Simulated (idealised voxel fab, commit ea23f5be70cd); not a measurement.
process module | voxel capacitor over wiring
cross-section cut | 175 nm wide | cells 5 nm
A cross-section is a grid of square cells, given in bands from the top down. A band is one or more rows of cells.
Each band's line starts with the height of the band's top and of its bottom, in nm. Then come its materials from left to right, each with its width in nm. One material with "throughout" fills the band from edge to edge. "air" is empty space.
Height 0 is the level under which the wafer as received is all one material. The lowest band goes on downwards, as in "0 down".
A width such as "30 to 40" changes by the same amount from each row of cells to the next, from the band's top row to its bottom row.
"no change" after a step means that no cell of the cross-section changed.
closed voids: empty space of 8 cells or more with no open way to the top, each as width x height at its distance from the left edge, in nm
after a step's settings: what the simulator itself notes on the step
overlay nm, on a step with a mask: how far to the right of its planned place the mask lay; to the left if negative
plan
1 op RECEIVE | material Si
2 op CONFORMAL_DEP | material SiO2 | thk nm 10
3 op DIRECTIONAL_DEP | material TiN | thk nm 5
4 op DIRECTIONAL_DEP | material W | thk nm 20
5 op DIRECTIONAL_DEP | material aC | thk nm 10
6 op PATTERN | tone cover | mask id METAL_1 | material resist | width nm 30 | pitch nm 80 | thk nm 25 | overlay nm 0
7 op DIRECTIONAL_ETCH | etch materials aC | depth nm 10
8 op STRIP | etch materials resist
9 op DIRECTIONAL_ETCH | etch materials W | depth nm 20
10 op DIRECTIONAL_ETCH | etch materials TiN | depth nm 5
11 op STRIP | etch materials aC
12 op CONFORMAL_DEP | material SiCN | thk nm 5
13 op FILL_DEP | material lowk | thk nm 10
14 op CMP | height nm 35
15 op CONFORMAL_DEP | material SiCN | thk nm 5
16 op DIRECTIONAL_DEP | material lowk | thk nm 10
17 op PATTERN | tone open | mask id PLUG_1 | material resist | width nm 15 | thk nm 15 | overlay nm 0
18 op DIRECTIONAL_ETCH | etch materials lowk | depth nm 10
19 op DIRECTIONAL_ETCH | etch materials SiCN | depth nm 5
20 op STRIP | etch materials resist
21 op EPI | material Ru | thk nm 10
22 op EPI | material Ru | thk nm 5
23 op DIRECTIONAL_DEP | material TiN | thk nm 10
24 op DIRECTIONAL_DEP | material SiN | thk nm 5
25 op DIRECTIONAL_DEP | material TiN | thk nm 10
26 op PATTERN | tone cover | mask id UPPER_PLATE | material resist | width nm 55 | thk nm 15 | overlay nm 0
27 op DIRECTIONAL_ETCH | etch materials TiN | depth nm 10
28 op DIRECTIONAL_ETCH | etch materials SiN | depth nm 5
29 op STRIP | etch materials resist
30 op MASKED_ETCH | tone cover | mask id LOWER_PLATE | width nm 65 | etch materials TiN | depth nm 10 | overlay nm 0
31 op FILL_DEP | material SiO2 | thk nm 20
32 op CMP | height nm 90
33 op PATTERN | tone open | mask id PLUG_2 | material resist | width nm 15 | thk nm 15 | overlay nm 0
34 op DIRECTIONAL_ETCH | etch materials SiO2 | depth nm 15
35 op STRIP | etch materials resist
36 op CONFORMAL_DEP | material TiN | thk nm 5
37 op FILL_DEP | material Ru | thk nm 10
38 op CMP | height nm 90
39 op CONFORMAL_DEP | material SiCN | thk nm 5
first wafer, as planned
as received, after step 1
  0 down: Si throughout
  closed voids: none
after step 2
  10 to 0: SiO2 throughout
  below 0: unchanged
after step 3
  15 to 10: TiN throughout
  below 10: unchanged
after step 4
  35 to 15: W throughout
  below 15: unchanged
after step 5
  45 to 35: aC throughout
  below 35: unchanged
after step 6
  70 to 45: air 30 | resist 30 | air 50 | resist 30 | air 35
  below 45: unchanged
after step 7
  60 to 45: air 30 | resist 30 | air 50 | resist 30 | air 35
  45 to 35: air 30 | aC 30 | air 50 | aC 30 | air 35
  below 35: unchanged
after step 8
  45 to 35: air 30 | aC 30 | air 50 | aC 30 | air 35
  below 35: unchanged
after step 9
  45 to 35: air 30 | aC 30 | air 50 | aC 30 | air 35
  35 to 15: air 30 | W 30 | air 50 | W 30 | air 35
  below 15: unchanged
after step 10
  45 to 35: air 30 | aC 30 | air 50 | aC 30 | air 35
  35 to 15: air 30 | W 30 | air 50 | W 30 | air 35
  15 to 10: air 30 | TiN 30 | air 50 | TiN 30 | air 35
  below 10: unchanged
after step 11
  35 to 15: air 30 | W 30 | air 50 | W 30 | air 35
  below 15: unchanged
after step 12
  40 to 35: air 25 | SiCN 40 | air 40 | SiCN 40 | air 30
  35 to 15: air 25 | SiCN 5 | W 30 | SiCN 5 | air 40 | SiCN 5 | W 30 | SiCN 5 | air 30
  15 to 10: SiCN 30 | TiN 30 | SiCN 50 | TiN 30 | SiCN 35
  below 10: unchanged
after step 13
  50 to 40: lowk throughout
  40 to 35: lowk 25 | SiCN 40 | lowk 40 | SiCN 40 | lowk 30
  35 to 15: lowk 25 | SiCN 5 | W 30 | SiCN 5 | lowk 40 | SiCN 5 | W 30 | SiCN 5 | lowk 30
  below 15: unchanged
after step 14
  35 to 15: lowk 25 | SiCN 5 | W 30 | SiCN 5 | lowk 40 | SiCN 5 | W 30 | SiCN 5 | lowk 30
  below 15: unchanged
after step 15
  40 to 35: SiCN throughout
  below 35: unchanged
after step 16
  50 to 40: lowk throughout
  below 40: unchanged
after step 17
  65 to 50: resist 45 | air 15 | resist 115
  below 50: unchanged
after step 18
  65 to 50: resist 45 | air 15 | resist 115
  50 to 40: lowk 45 | air 15 | lowk 115
  below 40: unchanged
after step 19
  65 to 50: resist 45 | air 15 | resist 115
  50 to 40: lowk 45 | air 15 | lowk 115
  40 to 35: SiCN 45 | air 15 | SiCN 115
  below 35: unchanged
after step 20
  50 to 40: lowk 45 | air 15 | lowk 115
  below 40: unchanged
after step 21
  50 to 45: lowk 45 | air 15 | lowk 115
  45 to 40: lowk 45 | Ru 15 | lowk 115
  40 to 35: SiCN 45 | Ru 15 | SiCN 115
  below 35: unchanged
after step 22
  50 to 40: lowk 45 | Ru 15 | lowk 115
  below 40: unchanged
after step 23
  60 to 50: TiN throughout
  below 50: unchanged
after step 24
  65 to 60: SiN throughout
  below 60: unchanged
after step 25
  75 to 65: TiN throughout
  below 65: unchanged
after step 26
  90 to 75: air 45 | resist 55 | air 75
  below 75: unchanged
after step 27
  90 to 75: air 45 | resist 55 | air 75
  75 to 65: air 45 | TiN 55 | air 75
  below 65: unchanged
after step 28
  90 to 75: air 45 | resist 55 | air 75
  75 to 65: air 45 | TiN 55 | air 75
  65 to 60: air 45 | SiN 55 | air 75
  below 60: unchanged
after step 29
  75 to 65: air 45 | TiN 55 | air 75
  below 65: unchanged
after step 30
  75 to 65: air 45 | TiN 55 | air 75
  65 to 60: air 45 | SiN 55 | air 75
  60 to 50: air 40 | TiN 65 | air 70
  below 50: unchanged
after step 31
  95 to 75: SiO2 throughout
  75 to 65: SiO2 45 | TiN 55 | SiO2 75
  65 to 60: SiO2 45 | SiN 55 | SiO2 75
  60 to 50: SiO2 40 | TiN 65 | SiO2 70
  below 50: unchanged
after step 32
  90 to 75: SiO2 throughout
  below 75: unchanged
after step 33
  105 to 90: resist 55 | air 15 | resist 105
  below 90: unchanged
after step 34
  105 to 90: resist 55 | air 15 | resist 105
  90 to 75: SiO2 55 | air 15 | SiO2 105
  below 75: unchanged
after step 35
  90 to 75: SiO2 55 | air 15 | SiO2 105
  below 75: unchanged
after step 36
  95 to 90: TiN 60 | air 5 | TiN 110
  90 to 80: SiO2 55 | TiN 5 | air 5 | TiN 5 | SiO2 105
  80 to 75: SiO2 55 | TiN 15 | SiO2 105
  below 75: unchanged
after step 37
  105 to 95: Ru throughout
  95 to 90: TiN 60 | Ru 5 | TiN 110
  90 to 80: SiO2 55 | TiN 5 | Ru 5 | TiN 5 | SiO2 105
  below 80: unchanged
after step 38
  90 to 80: SiO2 55 | TiN 5 | Ru 5 | TiN 5 | SiO2 105
  below 80: unchanged
after step 39
  95 to 90: SiCN throughout
  below 90: unchanged
second wafer: like start, like plan, one mistake. Through step 2 it matches the first wafer
when step 3 should have ended
  30 to 10: W throughout
  below 10: unchanged
when step 4 should have ended
  35 to 30: TiN throughout
  below 30: unchanged
when step 5 should have ended
  45 to 35: aC throughout
  below 35: unchanged
when step 6 should have ended
  70 to 45: air 30 | resist 30 | air 50 | resist 30 | air 35
  below 45: unchanged
when step 7 should have ended
  60 to 45: air 30 | resist 30 | air 50 | resist 30 | air 35
  45 to 35: air 30 | aC 30 | air 50 | aC 30 | air 35
  below 35: unchanged
when step 8 should have ended
  45 to 35: air 30 | aC 30 | air 50 | aC 30 | air 35
  below 35: unchanged
when step 9 should have ended: no change
when step 10 should have ended
  45 to 35: air 30 | aC 30 | air 50 | aC 30 | air 35
  35 to 30: air 30 | TiN 30 | air 50 | TiN 30 | air 35
  below 30: unchanged
when step 11 should have ended
  35 to 30: air 30 | TiN 30 | air 50 | TiN 30 | air 35
  below 30: unchanged
when step 12 should have ended
  40 to 35: air 25 | SiCN 40 | air 40 | SiCN 40 | air 30
  35 to 30: SiCN 30 | TiN 30 | SiCN 50 | TiN 30 | SiCN 35
  below 30: unchanged
when step 13 should have ended
  50 to 40: lowk throughout
  40 to 35: lowk 25 | SiCN 40 | lowk 40 | SiCN 40 | lowk 30
  below 35: unchanged
when step 14 should have ended
  35 to 30: SiCN 30 | TiN 30 | SiCN 50 | TiN 30 | SiCN 35
  below 30: unchanged
when step 15 should have ended
  40 to 35: SiCN throughout
  below 35: unchanged
when step 16 should have ended
  50 to 40: lowk throughout
  below 40: unchanged
when step 17 should have ended
  65 to 50: resist 45 | air 15 | resist 115
  below 50: unchanged
when step 18 should have ended
  65 to 50: resist 45 | air 15 | resist 115
  50 to 40: lowk 45 | air 15 | lowk 115
  below 40: unchanged
when step 19 should have ended
  65 to 50: resist 45 | air 15 | resist 115
  50 to 40: lowk 45 | air 15 | lowk 115
  40 to 35: SiCN 45 | air 15 | SiCN 115
  below 35: unchanged
when step 20 should have ended
  50 to 40: lowk 45 | air 15 | lowk 115
  below 40: unchanged
when step 21 should have ended
  50 to 45: lowk 45 | air 15 | lowk 115
  45 to 40: lowk 45 | Ru 15 | lowk 115
  40 to 35: SiCN 45 | Ru 15 | SiCN 115
  below 35: unchanged
when step 22 should have ended
  50 to 40: lowk 45 | Ru 15 | lowk 115
  below 40: unchanged
when step 23 should have ended
  60 to 50: TiN throughout
  below 50: unchanged
when step 24 should have ended
  65 to 60: SiN throughout
  below 60: unchanged
when step 25 should have ended
  75 to 65: TiN throughout
  below 65: unchanged
when step 26 should have ended
  90 to 75: air 45 | resist 55 | air 75
  below 75: unchanged
when step 27 should have ended
  90 to 75: air 45 | resist 55 | air 75
  75 to 65: air 45 | TiN 55 | air 75
  below 65: unchanged
when step 28 should have ended
  90 to 75: air 45 | resist 55 | air 75
  75 to 65: air 45 | TiN 55 | air 75
  65 to 60: air 45 | SiN 55 | air 75
  below 60: unchanged
when step 29 should have ended
  75 to 65: air 45 | TiN 55 | air 75
  below 65: unchanged
when step 30 should have ended
  75 to 65: air 45 | TiN 55 | air 75
  65 to 60: air 45 | SiN 55 | air 75
  60 to 50: air 40 | TiN 65 | air 70
  below 50: unchanged
when step 31 should have ended
  95 to 75: SiO2 throughout
  75 to 65: SiO2 45 | TiN 55 | SiO2 75
  65 to 60: SiO2 45 | SiN 55 | SiO2 75
  60 to 50: SiO2 40 | TiN 65 | SiO2 70
  below 50: unchanged
when step 32 should have ended
  90 to 75: SiO2 throughout
  below 75: unchanged
when step 33 should have ended
  105 to 90: resist 55 | air 15 | resist 105
  below 90: unchanged
when step 34 should have ended
  105 to 90: resist 55 | air 15 | resist 105
  90 to 75: SiO2 55 | air 15 | SiO2 105
  below 75: unchanged
when step 35 should have ended
  90 to 75: SiO2 55 | air 15 | SiO2 105
  below 75: unchanged
when step 36 should have ended
  95 to 90: TiN 60 | air 5 | TiN 110
  90 to 80: SiO2 55 | TiN 5 | air 5 | TiN 5 | SiO2 105
  80 to 75: SiO2 55 | TiN 15 | SiO2 105
  below 75: unchanged
when step 37 should have ended
  105 to 95: Ru throughout
  95 to 90: TiN 60 | Ru 5 | TiN 110
  90 to 80: SiO2 55 | TiN 5 | Ru 5 | TiN 5 | SiO2 105
  below 80: unchanged
when step 38 should have ended
  90 to 80: SiO2 55 | TiN 5 | Ru 5 | TiN 5 | SiO2 105
  below 80: unchanged
when step 39 should have ended
  95 to 90: SiCN throughout
  below 90: unchanged
what went wrong: steps 3 and 4 were swapped
at the end the second wafer has, in cells: 16 fewer of SiCN | 92 more of W | 76 fewer of lowk
